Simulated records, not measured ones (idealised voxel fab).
Process module heading - voxel transistor to metal
Displayed cross-section: cut, width of 295 nm, square cells sized 5 nm.
Cross-section format: a grid of square cells, given as bands from top to bottom; each band is one or more rows of cells.
A band entry consists of two parts. The first gives the height of the band's top and the height of its bottom, in nm. The rest lists the band's materials from left to right, each with its width in nm. A single material labelled with the word "all across" fills the band from edge to edge, and the word "blank" marks empty space.
Height datum 0, below which the as-received substrate wafer is one material. Lowest band open at the bottom, running downward: "0 -> down".
With a width like "30 to 40", each row of cells in the band differs from the next by the same amount, the top row carrying the first number and the bottom row the second.
Step marked "remained the same"? Then no cell in the cross-section changed in it.
Listed in "Non-vented voids": every empty space of 8 or more cells without an open way to the top. Form: width x height at distance, the distance being from the left edge, all in nm.
On a step's line, text after the settings is the simulator commenting on that step.
overlay nm: right-of-plan distance of the mask on a masked step; negative values mean left-of-plan.

## The following list gives the planned process steps
1,RECEIVE: material Si
2,OXIDIZE: depth nm 5
3,CONFORMAL_DEP: material SiN, thk nm 10
4,PATTERN: tone cover, mask id ACTIVE, material resist, width nm 110, pitch nm 130, thk nm 15, overlay nm 0
5,DIRECTIONAL_ETCH: etch materials SiN, depth nm 10
6,DIRECTIONAL_ETCH: etch materials SiO2, depth nm 5
7,DIRECTIONAL_ETCH: etch materials Si, depth nm 35
8,STRIP: etch materials resist
9,FILL_DEP: material SiO2, thk nm 5
10,CMP: height nm 10
11,SELECTIVE_ETCH: etch materials SiO2, depth nm 10
12,STRIP: etch materials SiN
13,SELECTIVE_ETCH: etch materials SiO2, depth nm 5
14,OXIDIZE: depth nm 5
15,DIRECTIONAL_DEP: material polySi, thk nm 25
16,DIRECTIONAL_DEP: material SiCN, thk nm 10
17,MASKED_ETCH: tone cover, mask id GATE, width nm 30, pitch nm 130, etch materials SiCN, depth nm 20, overlay nm 0
18,MASKED_ETCH: tone cover, mask id GATE, width nm 30, pitch nm 130, etch materials polySi, depth nm 35, overlay nm 0
19,CONFORMAL_DEP: material SiN, thk nm 5
20,DIRECTIONAL_ETCH: etch materials SiN, depth nm 5
21,DIRECTIONAL_ETCH: etch materials SiO2, depth nm 5
22,DIRECTIONAL_ETCH: etch materials Si, depth nm 15
23,EPI: material nSi, thk nm 15
24,FILL_DEP: material SiO2, thk nm 10
25,CMP: height nm 20
26,STRIP: etch materials polySi
27,SELECTIVE_ETCH: etch materials SiO2, depth nm 5
28,CONFORMAL_DEP: material HfO2, thk nm 5
29,CONFORMAL_DEP: material TiN, thk nm 5
30,FILL_DEP: material W, thk nm 5
31,CMP: height nm 15
32,DIRECTIONAL_DEP: material SiO2, thk nm 15
33,PATTERN: tone open, mask id CONTACT, material resist, width nm 15, thk nm 20, overlay nm 0
34,DIRECTIONAL_ETCH: etch materials SiO2, depth nm 40
35,STRIP: etch materials resist
36,CONFORMAL_DEP: material TiN, thk nm 5
37,FILL_DEP: material Ru, thk nm 10
38,CMP: height nm 30
39,DIRECTIONAL_DEP: material TiN, thk nm 5
40,DIRECTIONAL_DEP: material W, thk nm 15
41,PATTERN: tone cover, mask id METAL_1, material resist, width nm 15, thk nm 20, overlay nm 0
42,DIRECTIONAL_ETCH: etch materials W, depth nm 15
43,DIRECTIONAL_ETCH: etch materials TiN, depth nm 5
44,STRIP: etch materials resist
45,CONFORMAL_DEP: material SiCN, thk nm 5
46,FILL_DEP: material lowk, thk nm 10
47,CMP: height nm 50
48,CONFORMAL_DEP: material SiCN, thk nm 5

## Below: the first of two wafers, run as planned

## Incoming wafer in cross-section (state: after step 1)
    0 -> down = Si all across
    Non-vented voids: none

## Take a look at the wafer's cross-section after step 2
    0 -> -5 = SiO2 all across
    Below -5, no change.

## Take a look at the wafer's cross-section after step 3
    10 -> 0 = SiN all across
    Below 0, no change.

## Take a look at the wafer's cross-section after step 4
    25 -> 10 = blank=25  resist=110  blank=20  resist=110  blank=30
    Below 10, no change.

## Take a look at the wafer's cross-section after step 5
    25 -> 10 = blank=25  resist=110  blank=20  resist=110  blank=30
    10 -> 0 = blank=25  SiN=110  blank=20  SiN=110  blank=30
    Below 0, no change.

## Take a look at the wafer's cross-section after step 6
    25 -> 10 = blank=25  resist=110  blank=20  resist=110  blank=30
    10 -> 0 = blank=25  SiN=110  blank=20  SiN=110  blank=30
    0 -> -5 = blank=25  SiO2=110  blank=20  SiO2=110  blank=30
    Below -5, no change.

## Take a look at the wafer's cross-section after step 7
    25 -> 10 = blank=25  resist=110  blank=20  resist=110  blank=30
    10 -> 0 = blank=25  SiN=110  blank=20  SiN=110  blank=30
    0 -> -5 = blank=25  SiO2=110  blank=20  SiO2=110  blank=30
    -5 -> -40 = blank=25  Si=110  blank=20  Si=110  blank=30
    Below -40, no change.

## Take a look at the wafer's cross-section after step 8
    10 -> 0 = blank=25  SiN=110  blank=20  SiN=110  blank=30
    Below 0, no change.

## Take a look at the wafer's cross-section after step 9
    15 -> 10 = SiO2 all across
    10 -> 0 = SiO2=25  SiN=110  SiO2=20  SiN=110  SiO2=30
    0 -> -5 = SiO2 all across
    -5 -> -40 = SiO2=25  Si=110  SiO2=20  Si=110  SiO2=30
    Below -40, no change.

## Take a look at the wafer's cross-section after step 10
    10 -> 0 = SiO2=25  SiN=110  SiO2=20  SiN=110  SiO2=30
    Below 0, no change.

## Take a look at the wafer's cross-section after step 11
    10 -> 0 = blank=25  SiN=110  blank=20  SiN=110  blank=30
    Below 0, no change.

## Take a look at the wafer's cross-section after step 12
    0 -> -5 = SiO2 all across
    Below -5, no change.

## Take a look at the wafer's cross-section after step 13
    -5 -> -40 = SiO2=25  Si=110  SiO2=20  Si=110  SiO2=30
    Below -40, no change.

## Take a look at the wafer's cross-section after step 14
    -5 -> -10 = SiO2 all across
    Below -10, no change.

## Take a look at the wafer's cross-section after step 15
    20 -> -5 = polySi all across
    Below -5, no change.

## Take a look at the wafer's cross-section after step 16
    30 -> 20 = SiCN all across
    Below 20, no change.

## Take a look at the wafer's cross-section after step 17
    30 -> 20 = blank=65  SiCN=30  blank=100  SiCN=30  blank=70
    Below 20, no change.

## Take a look at the wafer's cross-section after step 18
    30 -> 20 = blank=65  SiCN=30  blank=100  SiCN=30  blank=70
    20 -> -5 = blank=65  polySi=30  blank=100  polySi=30  blank=70
    Below -5, no change.

## Take a look at the wafer's cross-section after step 19
    35 -> 30 = blank=60  SiN=40  blank=90  SiN=40  blank=65
    30 -> 20 = blank=60  SiN=5  SiCN=30  SiN=5  blank=90  SiN=5  SiCN=30  SiN=5  blank=65
    20 -> 0 = blank=60  SiN=5  polySi=30  SiN=5  blank=90  SiN=5  polySi=30  SiN=5  blank=65
    0 -> -5 = SiN=65  polySi=30  SiN=100  polySi=30  SiN=70
    Below -5, no change.

## Take a look at the wafer's cross-section after step 20
    30 -> 20 = blank=60  SiN=5  SiCN=30  SiN=5  blank=90  SiN=5  SiCN=30  SiN=5  blank=65
    20 -> -5 = blank=60  SiN=5  polySi=30  SiN=5  blank=90  SiN=5  polySi=30  SiN=5  blank=65
    Below -5, no change.

## Take a look at the wafer's cross-section after step 21
    30 -> 20 = blank=60  SiN=5  SiCN=30  SiN=5  blank=90  SiN=5  SiCN=30  SiN=5  blank=65
    20 -> -5 = blank=60  SiN=5  polySi=30  SiN=5  blank=90  SiN=5  polySi=30  SiN=5  blank=65
    -5 -> -10 = blank=60  SiO2=40  blank=90  SiO2=40  blank=65
    Below -10, no change.

## Take a look at the wafer's cross-section after step 22
    30 -> 20 = blank=60  SiN=5  SiCN=30  SiN=5  blank=90  SiN=5  SiCN=30  SiN=5  blank=65
    20 -> -5 = blank=60  SiN=5  polySi=30  SiN=5  blank=90  SiN=5  polySi=30  SiN=5  blank=65
    -5 -> -10 = blank=60  SiO2=40  blank=90  SiO2=40  blank=65
    -10 -> -25 = SiO2=25  blank=35  Si=40  blank=35  SiO2=20  blank=35  Si=40  blank=35  SiO2=30
    Below -25, no change.

## Take a look at the wafer's cross-section after step 23
    30 -> 20 = blank=60  SiN=5  SiCN=30  SiN=5  blank=90  SiN=5  SiCN=30  SiN=5  blank=65
    20 -> 5 = blank=60  SiN=5  polySi=30  SiN=5  blank=90  SiN=5  polySi=30  SiN=5  blank=65
    5 -> -5 = blank=45  nSi=15  SiN=5  polySi=30  SiN=5  nSi=15  blank=60  nSi=15  SiN=5  polySi=30  SiN=5  nSi=15  blank=50
    -5 -> -10 = blank=45  nSi=15  SiO2=40  nSi=15  blank=60  nSi=15  SiO2=40  nSi=15  blank=50
    -10 -> -25 = SiO2=25  nSi=35  Si=40  nSi=35  SiO2=20  nSi=35  Si=40  nSi=35  SiO2=30
    Below -25, no change.

## Take a look at the wafer's cross-section after step 24
    40 -> 30 = SiO2 all across
    30 -> 20 = SiO2=60  SiN=5  SiCN=30  SiN=5  SiO2=90  SiN=5  SiCN=30  SiN=5  SiO2=65
    20 -> 5 = SiO2=60  SiN=5  polySi=30  SiN=5  SiO2=90  SiN=5  polySi=30  SiN=5  SiO2=65
    5 -> -5 = SiO2=45  nSi=15  SiN=5  polySi=30  SiN=5  nSi=15  SiO2=60  nSi=15  SiN=5  polySi=30  SiN=5  nSi=15  SiO2=50
    -5 -> -10 = SiO2=45  nSi=15  SiO2=40  nSi=15  SiO2=60  nSi=15  SiO2=40  nSi=15  SiO2=50
    Below -10, no change.

## Take a look at the wafer's cross-section after step 25
    20 -> 5 = SiO2=60  SiN=5  polySi=30  SiN=5  SiO2=90  SiN=5  polySi=30  SiN=5  SiO2=65
    Below 5, no change.

## Take a look at the wafer's cross-section after step 26
    20 -> 5 = SiO2=60  SiN=5  blank=30  SiN=5  SiO2=90  SiN=5  blank=30  SiN=5  SiO2=65
    5 -> -5 = SiO2=45  nSi=15  SiN=5  blank=30  SiN=5  nSi=15  SiO2=60  nSi=15  SiN=5  blank=30  SiN=5  nSi=15  SiO2=50
    Below -5, no change.

## Take a look at the wafer's cross-section after step 27
    20 -> 15 = blank=60  SiN=5  blank=30  SiN=5  blank=90  SiN=5  blank=30  SiN=5  blank=65
    15 -> 5 = SiO2=60  SiN=5  blank=30  SiN=5  SiO2=90  SiN=5  blank=30  SiN=5  SiO2=65
    5 -> -5 = SiO2=45  nSi=15  SiN=5  blank=30  SiN=5  nSi=15  SiO2=60  nSi=15  SiN=5  blank=30  SiN=5  nSi=15  SiO2=50
    -5 -> -10 = SiO2=45  nSi=15  blank=40  nSi=15  SiO2=60  nSi=15  blank=40  nSi=15  SiO2=50
    Below -10, no change.

## Take a look at the wafer's cross-section after step 28
    25 -> 20 = blank=55  HfO2=15  blank=20  HfO2=15  blank=80  HfO2=15  blank=20  HfO2=15  blank=60
    20 -> 15 = HfO2=60  SiN=5  HfO2=5  blank=20  HfO2=5  SiN=5  HfO2=90  SiN=5  HfO2=5  blank=20  HfO2=5  SiN=5  HfO2=65
    15 -> 5 = SiO2=60  SiN=5  HfO2=5  blank=20  HfO2=5  SiN=5  SiO2=90  SiN=5  HfO2=5  blank=20  HfO2=5  SiN=5  SiO2=65
    5 -> -5 = SiO2=45  nSi=15  SiN=5  HfO2=5  blank=20  HfO2=5  SiN=5  nSi=15  SiO2=60  nSi=15  SiN=5  HfO2=5  blank=20  HfO2=5  SiN=5  nSi=15  SiO2=50
    -5 -> -10 = SiO2=45  nSi=15  HfO2=40  nSi=15  SiO2=60  nSi=15  HfO2=40  nSi=15  SiO2=50
    Below -10, no change.

## Take a look at the wafer's cross-section after step 29
    30 -> 25 = blank=50  TiN=25  blank=10  TiN=25  blank=70  TiN=25  blank=10  TiN=25  blank=55
    25 -> 20 = TiN=55  HfO2=15  TiN=5  blank=10  TiN=5  HfO2=15  TiN=80  HfO2=15  TiN=5  blank=10  TiN=5  HfO2=15  TiN=60
    20 -> 15 = HfO2=60  SiN=5  HfO2=5  TiN=5  blank=10  TiN=5  HfO2=5  SiN=5  HfO2=90  SiN=5  HfO2=5  TiN=5  blank=10  TiN=5  HfO2=5  SiN=5  HfO2=65
    15 -> 5 = SiO2=60  SiN=5  HfO2=5  TiN=5  blank=10  TiN=5  HfO2=5  SiN=5  SiO2=90  SiN=5  HfO2=5  TiN=5  blank=10  TiN=5  HfO2=5  SiN=5  SiO2=65
    5 -> 0 = SiO2=45  nSi=15  SiN=5  HfO2=5  TiN=5  blank=10  TiN=5  HfO2=5  SiN=5  nSi=15  SiO2=60  nSi=15  SiN=5  HfO2=5  TiN=5  blank=10  TiN=5  HfO2=5  SiN=5  nSi=15  SiO2=50
    0 -> -5 = SiO2=45  nSi=15  SiN=5  HfO2=5  TiN=20  HfO2=5  SiN=5  nSi=15  SiO2=60  nSi=15  SiN=5  HfO2=5  TiN=20  HfO2=5  SiN=5  nSi=15  SiO2=50
    Below -5, no change.

## Take a look at the wafer's cross-section after step 30
    35 -> 30 = W all across
    30 -> 25 = W=50  TiN=25  W=10  TiN=25  W=70  TiN=25  W=10  TiN=25  W=55
    25 -> 20 = TiN=55  HfO2=15  TiN=5  W=10  TiN=5  HfO2=15  TiN=80  HfO2=15  TiN=5  W=10  TiN=5  HfO2=15  TiN=60
    20 -> 15 = HfO2=60  SiN=5  HfO2=5  TiN=5  W=10  TiN=5  HfO2=5  SiN=5  HfO2=90  SiN=5  HfO2=5  TiN=5  W=10  TiN=5  HfO2=5  SiN=5  HfO2=65
    15 -> 5 = SiO2=60  SiN=5  HfO2=5  TiN=5  W=10  TiN=5  HfO2=5  SiN=5  SiO2=90  SiN=5  HfO2=5  TiN=5  W=10  TiN=5  HfO2=5  SiN=5  SiO2=65
    5 -> 0 = SiO2=45  nSi=15  SiN=5  HfO2=5  TiN=5  W=10  TiN=5  HfO2=5  SiN=5  nSi=15  SiO2=60  nSi=15  SiN=5  HfO2=5  TiN=5  W=10  TiN=5  HfO2=5  SiN=5  nSi=15  SiO2=50
    Below 0, no change.

## Take a look at the wafer's cross-section after step 31
    15 -> 5 = SiO2=60  SiN=5  HfO2=5  TiN=5  W=10  TiN=5  HfO2=5  SiN=5  SiO2=90  SiN=5  HfO2=5  TiN=5  W=10  TiN=5  HfO2=5  SiN=5  SiO2=65
    Below 5, no change.

## Take a look at the wafer's cross-section after step 32
    30 -> 15 = SiO2 all across
    Below 15, no change.

## Take a look at the wafer's cross-section after step 33
    50 -> 30 = resist=35  blank=15  resist=60  blank=15  resist=40  blank=15  resist=60  blank=15  resist=40
    Below 30, no change.

## Take a look at the wafer's cross-section after step 34
    50 -> 30 = resist=35  blank=15  resist=60  blank=15  resist=40  blank=15  resist=60  blank=15  resist=40
    30 -> 15 = SiO2=35  blank=15  SiO2=60  blank=15  SiO2=40  blank=15  SiO2=60  blank=15  SiO2=40
    15 -> 5 = SiO2=35  blank=15  SiO2=10  SiN=5  HfO2=5  TiN=5  W=10  TiN=5  HfO2=5  SiN=5  SiO2=10  blank=15  SiO2=40  blank=15  SiO2=10  SiN=5  HfO2=5  TiN=5  W=10  TiN=5  HfO2=5  SiN=5  SiO2=10  blank=15  SiO2=40
    5 -> 0 = SiO2=35  blank=10  nSi=15  SiN=5  HfO2=5  TiN=5  W=10  TiN=5  HfO2=5  SiN=5  nSi=15  blank=10  SiO2=40  blank=10  nSi=15  SiN=5  HfO2=5  TiN=5  W=10  TiN=5  HfO2=5  SiN=5  nSi=15  blank=10  SiO2=40
    0 -> -5 = SiO2=35  blank=10  nSi=15  SiN=5  HfO2=5  TiN=20  HfO2=5  SiN=5  nSi=15  blank=10  SiO2=40  blank=10  nSi=15  SiN=5  HfO2=5  TiN=20  HfO2=5  SiN=5  nSi=15  blank=10  SiO2=40
    -5 -> -10 = SiO2=35  blank=10  nSi=15  HfO2=40  nSi=15  blank=10  SiO2=40  blank=10  nSi=15  HfO2=40  nSi=15  blank=10  SiO2=40
    Below -10, no change.

## Take a look at the wafer's cross-section after step 35
    30 -> 15 = SiO2=35  blank=15  SiO2=60  blank=15  SiO2=40  blank=15  SiO2=60  blank=15  SiO2=40
    Below 15, no change.

## Take a look at the wafer's cross-section after step 36
    35 -> 30 = TiN=40  blank=5  TiN=70  blank=5  TiN=50  blank=5  TiN=70  blank=5  TiN=45
    30 -> 15 = SiO2=35  TiN=5  blank=5  TiN=5  SiO2=60  TiN=5  blank=5  TiN=5  SiO2=40  TiN=5  blank=5  TiN=5  SiO2=60  TiN=5  blank=5  TiN=5  SiO2=40
    15 -> 10 = SiO2=35  TiN=5  blank=5  TiN=5  SiO2=10  SiN=5  HfO2=5  TiN=5  W=10  TiN=5  HfO2=5  SiN=5  SiO2=10  TiN=5  blank=5  TiN=5  SiO2=40  TiN=5  blank=5  TiN=5  SiO2=10  SiN=5  HfO2=5  TiN=5  W=10  TiN=5  HfO2=5  SiN=5  SiO2=10  TiN=5  blank=5  TiN=5  SiO2=40
    10 -> 5 = SiO2=35  TiN=15  SiO2=10  SiN=5  HfO2=5  TiN=5  W=10  TiN=5  HfO2=5  SiN=5  SiO2=10  TiN=15  SiO2=40  TiN=15  SiO2=10  SiN=5  HfO2=5  TiN=5  W=10  TiN=5  HfO2=5  SiN=5  SiO2=10  TiN=15  SiO2=40
    5 -> 0 = SiO2=35  TiN=10  nSi=15  SiN=5  HfO2=5  TiN=5  W=10  TiN=5  HfO2=5  SiN=5  nSi=15  TiN=10  SiO2=40  TiN=10  nSi=15  SiN=5  HfO2=5  TiN=5  W=10  TiN=5  HfO2=5  SiN=5  nSi=15  TiN=10  SiO2=40
    0 -> -5 = SiO2=35  TiN=10  nSi=15  SiN=5  HfO2=5  TiN=20  HfO2=5  SiN=5  nSi=15  TiN=10  SiO2=40  TiN=10  nSi=15  SiN=5  HfO2=5  TiN=20  HfO2=5  SiN=5  nSi=15  TiN=10  SiO2=40
    -5 -> -10 = SiO2=35  TiN=10  nSi=15  HfO2=40  nSi=15  TiN=10  SiO2=40  TiN=10  nSi=15  HfO2=40  nSi=15  TiN=10  SiO2=40
    Below -10, no change.

## Take a look at the wafer's cross-section after step 37
    45 -> 35 = Ru all across
    35 -> 30 = TiN=40  Ru=5  TiN=70  Ru=5  TiN=50  Ru=5  TiN=70  Ru=5  TiN=45
    30 -> 15 = SiO2=35  TiN=5  Ru=5  TiN=5  SiO2=60  TiN=5  Ru=5  TiN=5  SiO2=40  TiN=5  Ru=5  TiN=5  SiO2=60  TiN=5  Ru=5  TiN=5  SiO2=40
    15 -> 10 = SiO2=35  TiN=5  Ru=5  TiN=5  SiO2=10  SiN=5  HfO2=5  TiN=5  W=10  TiN=5  HfO2=5  SiN=5  SiO2=10  TiN=5  Ru=5  TiN=5  SiO2=40  TiN=5  Ru=5  TiN=5  SiO2=10  SiN=5  HfO2=5  TiN=5  W=10  TiN=5  HfO2=5  SiN=5  SiO2=10  TiN=5  Ru=5  TiN=5  SiO2=40
    Below 10, no change.

## Take a look at the wafer's cross-section after step 38
    30 -> 15 = SiO2=35  TiN=5  Ru=5  TiN=5  SiO2=60  TiN=5  Ru=5  TiN=5  SiO2=40  TiN=5  Ru=5  TiN=5  SiO2=60  TiN=5  Ru=5  TiN=5  SiO2=40
    Below 15, no change.

## Take a look at the wafer's cross-section after step 39
    35 -> 30 = TiN all across
    Below 30, no change.

## Take a look at the wafer's cross-section after step 40
    50 -> 35 = W all across
    Below 35, no change.

## Take a look at the wafer's cross-section after step 41
    70 -> 50 = blank=35  resist=15  blank=60  resist=15  blank=40  resist=15  blank=60  resist=15  blank=40
    Below 50, no change.

## Take a look at the wafer's cross-section after step 42
    70 -> 50 = blank=35  resist=15  blank=60  resist=15  blank=40  resist=15  blank=60  resist=15  blank=40
    50 -> 35 = blank=35  W=15  blank=60  W=15  blank=40  W=15  blank=60  W=15  blank=40
    Below 35, no change.

## Take a look at the wafer's cross-section after step 43
    70 -> 50 = blank=35  resist=15  blank=60  resist=15  blank=40  resist=15  blank=60  resist=15  blank=40
    50 -> 35 = blank=35  W=15  blank=60  W=15  blank=40  W=15  blank=60  W=15  blank=40
    35 -> 30 = blank=35  TiN=15  blank=60  TiN=15  blank=40  TiN=15  blank=60  TiN=15  blank=40
    Below 30, no change.

## Take a look at the wafer's cross-section after step 44
    50 -> 35 = blank=35  W=15  blank=60  W=15  blank=40  W=15  blank=60  W=15  blank=40
    Below 35, no change.

## Take a look at the wafer's cross-section after step 45
    55 -> 50 = blank=30  SiCN=25  blank=50  SiCN=25  blank=30  SiCN=25  blank=50  SiCN=25  blank=35
    50 -> 35 = blank=30  SiCN=5  W=15  SiCN=5  blank=50  SiCN=5  W=15  SiCN=5  blank=30  SiCN=5  W=15  SiCN=5  blank=50  SiCN=5  W=15  SiCN=5  blank=35
    35 -> 30 = SiCN=35  TiN=15  SiCN=60  TiN=15  SiCN=40  TiN=15  SiCN=60  TiN=15  SiCN=40
    Below 30, no change.

## Take a look at the wafer's cross-section after step 46
    65 -> 55 = lowk all across
    55 -> 50 = lowk=30  SiCN=25  lowk=50  SiCN=25  lowk=30  SiCN=25  lowk=50  SiCN=25  lowk=35
    50 -> 35 = lowk=30  SiCN=5  W=15  SiCN=5  lowk=50  SiCN=5  W=15  SiCN=5  lowk=30  SiCN=5  W=15  SiCN=5  lowk=50  SiCN=5  W=15  SiCN=5  lowk=35
    Below 35, no change.

## Take a look at the wafer's cross-section after step 47
    50 -> 35 = lowk=30  SiCN=5  W=15  SiCN=5  lowk=50  SiCN=5  W=15  SiCN=5  lowk=30  SiCN=5  W=15  SiCN=5  lowk=50  SiCN=5  W=15  SiCN=5  lowk=35
    Below 35, no change.

## Take a look at the wafer's cross-section after step 48
    55 -> 50 = SiCN all across
    Below 50, no change.

## Wafer two. Same start, same plan, one slip in execution. Same as wafer one through step 40, inclusive

## Cross-sectional representation of the second wafer at the time designated in the plan for the completion of step 41
    70 -> 50 = blank=40  resist=15  blank=60  resist=15  blank=40  resist=15  blank=60  resist=15  blank=35
    Below 50, no change.

## Cross-sectional representation of the second wafer at the time designated in the plan for the completion of step 42
    70 -> 50 = blank=40  resist=15  blank=60  resist=15  blank=40  resist=15  blank=60  resist=15  blank=35
    50 -> 35 = blank=40  W=15  blank=60  W=15  blank=40  W=15  blank=60  W=15  blank=35
    Below 35, no change.

## Cross-sectional representation of the second wafer at the time designated in the plan for the completion of step 43
    70 -> 50 = blank=40  resist=15  blank=60  resist=15  blank=40  resist=15  blank=60  resist=15  blank=35
    50 -> 35 = blank=40  W=15  blank=60  W=15  blank=40  W=15  blank=60  W=15  blank=35
    35 -> 30 = blank=40  TiN=15  blank=60  TiN=15  blank=40  TiN=15  blank=60  TiN=15  blank=35
    Below 30, no change.

## Cross-sectional representation of the second wafer at the time designated in the plan for the completion of step 44
    50 -> 35 = blank=40  W=15  blank=60  W=15  blank=40  W=15  blank=60  W=15  blank=35
    Below 35, no change.

## Cross-sectional representation of the second wafer at the time designated in the plan for the completion of step 45
    55 -> 50 = blank=35  SiCN=25  blank=50  SiCN=25  blank=30  SiCN=25  blank=50  SiCN=25  blank=30
    50 -> 35 = blank=35  SiCN=5  W=15  SiCN=5  blank=50  SiCN=5  W=15  SiCN=5  blank=30  SiCN=5  W=15  SiCN=5  blank=50  SiCN=5  W=15  SiCN=5  blank=30
    35 -> 30 = SiCN=40  TiN=15  SiCN=60  TiN=15  SiCN=40  TiN=15  SiCN=60  TiN=15  SiCN=35
    Below 30, no change.

## Cross-sectional representation of the second wafer at the time designated in the plan for the completion of step 46
    65 -> 55 = lowk all across
    55 -> 50 = lowk=35  SiCN=25  lowk=50  SiCN=25  lowk=30  SiCN=25  lowk=50  SiCN=25  lowk=30
    50 -> 35 = lowk=35  SiCN=5  W=15  SiCN=5  lowk=50  SiCN=5  W=15  SiCN=5  lowk=30  SiCN=5  W=15  SiCN=5  lowk=50  SiCN=5  W=15  SiCN=5  lowk=30
    Below 35, no change.

## Cross-sectional representation of the second wafer at the time designated in the plan for the completion of step 47
    50 -> 35 = lowk=35  SiCN=5  W=15  SiCN=5  lowk=50  SiCN=5  W=15  SiCN=5  lowk=30  SiCN=5  W=15  SiCN=5  lowk=50  SiCN=5  W=15  SiCN=5  lowk=30
    Below 35, no change.

## Cross-sectional representation of the second wafer at the time designated in the plan for the completion of step 48
    55 -> 50 = SiCN all across
    Below 50, no change.
Processing error: contrary to plan, step 41 was performed as PATTERN: tone cover, mask id METAL_1, material resist, width nm 15, thk nm 20, overlay nm 5
Final wafers compared: equal cell tally per material, rearranged layout.
